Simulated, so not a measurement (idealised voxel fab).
Name of the process module below: voxel wiring stack
It is cross-section cut that appears here, measuring 290 nm in width, its square cells being 5 nm in size.
Cross-section, as written here: a square-cell grid given band by band from the top down, where a band holds one or more rows of cells.
The entry gives the band's vertical extent as a top height and a bottom height in nm, then its horizontal make-up as materials from left to right, each with a width in nm. "empty" stands for empty space; a single material marked "full width" fills the band edge to edge.
Measure heights from 0. That's the level where, below it, the as-received wafer is all one material. The lowest band is bottomless and extends downward; write it as in "0 nm and below".
A two-number width, for instance "30 to 40", indicates that the width is equal to the first number in the top row of the band and to the second number in the bottom row, and that it changes by a constant amount per row of cells.
What does "no alteration" mean for a step? It means no cell of the cross-section changed in that step.
This entry, "Closed empty spaces", enumerates those empty regions of no fewer than 8 cells that possess no open connection to the top. Each region is reported in the form width x height at distance, the distance being taken from the left edge, with all three quantities expressed in nm.
Post-settings text on a step line: simulator's own remark regarding the step.
If you see "overlay nm" on a step's line and that step has a mask, it's telling you how far right of where it was planned the mask ended up; a negative number means it went left instead.

**Intended process steps**
1 RECEIVE [material Si]
2 CONFORMAL_DEP [material SiO2] [thk nm 10]
3 DIRECTIONAL_DEP [material TiN] [thk nm 5]
4 DIRECTIONAL_DEP [material W] [thk nm 20]
5 MASKED_ETCH [tone cover] [mask id METAL_1] [width nm 25] [pitch nm 45] [etch materials W] [depth nm 20] [overlay nm 0]
6 MASKED_ETCH [tone cover] [mask id METAL_1] [width nm 25] [pitch nm 45] [etch materials TiN] [depth nm 5] [overlay nm 0]
7 FILL_DEP [material lowk] [thk nm 5]
8 CMP [height nm 35]
9 CONFORMAL_DEP [material SiCN] [thk nm 5]
10 DIRECTIONAL_DEP [material lowk] [thk nm 30]
11 DIRECTIONAL_DEP [material aC] [thk nm 10]
12 PATTERN [tone open] [mask id METAL_2_HOLES] [material resist] [width nm 15] [thk nm 30] [overlay nm 0]
13 DIRECTIONAL_ETCH [etch materials aC] [depth nm 10]
14 STRIP [etch materials resist]
15 DIRECTIONAL_ETCH [etch materials lowk] [depth nm 30]
16 STRIP [etch materials aC]
17 MASKED_ETCH [tone open] [mask id METAL_2] [width nm 25] [pitch nm 45] [etch materials lowk] [depth nm 15] [overlay nm 0]
18 MASKED_ETCH [tone open] [mask id METAL_2] [width nm 25] [pitch nm 45] [etch materials SiCN] [depth nm 5] [overlay nm 0]
19 CONFORMAL_DEP [material TiN] [thk nm 5]
20 FILL_DEP [material Ru] [thk nm 10]
21 CMP [height nm 70]
22 CONFORMAL_DEP [material SiN] [thk nm 5]

**Received-state cross-section, reflecting completion of step 1**
	0 nm and below  Si full width
	Closed empty spaces: none

**Final wafer profile in cross-section after the module, from the same start and plan as above, with one mistake made during processing**
	75 nm to 70 nm  SiN full width
	70 nm to 40 nm  lowk 110 | TiN 5 | Ru 15 | TiN 5 | lowk 20 | TiN 5 | Ru 15 | TiN 5 | lowk 110
	40 nm to 35 nm  SiCN 110 | TiN 25 | SiCN 20 | TiN 25 | SiCN 110
	35 nm to 15 nm  lowk 110 | W 25 | lowk 20 | W 25 | lowk 110
	15 nm to 10 nm  lowk 110 | TiN 25 | lowk 20 | TiN 25 | lowk 110
	10 nm to 0 nm  SiO2 full width
	0 nm and below  Si full width
	Closed empty spaces: none
Heads up, the wafer didn't run the way we planned it: plan step 17 was twice executed
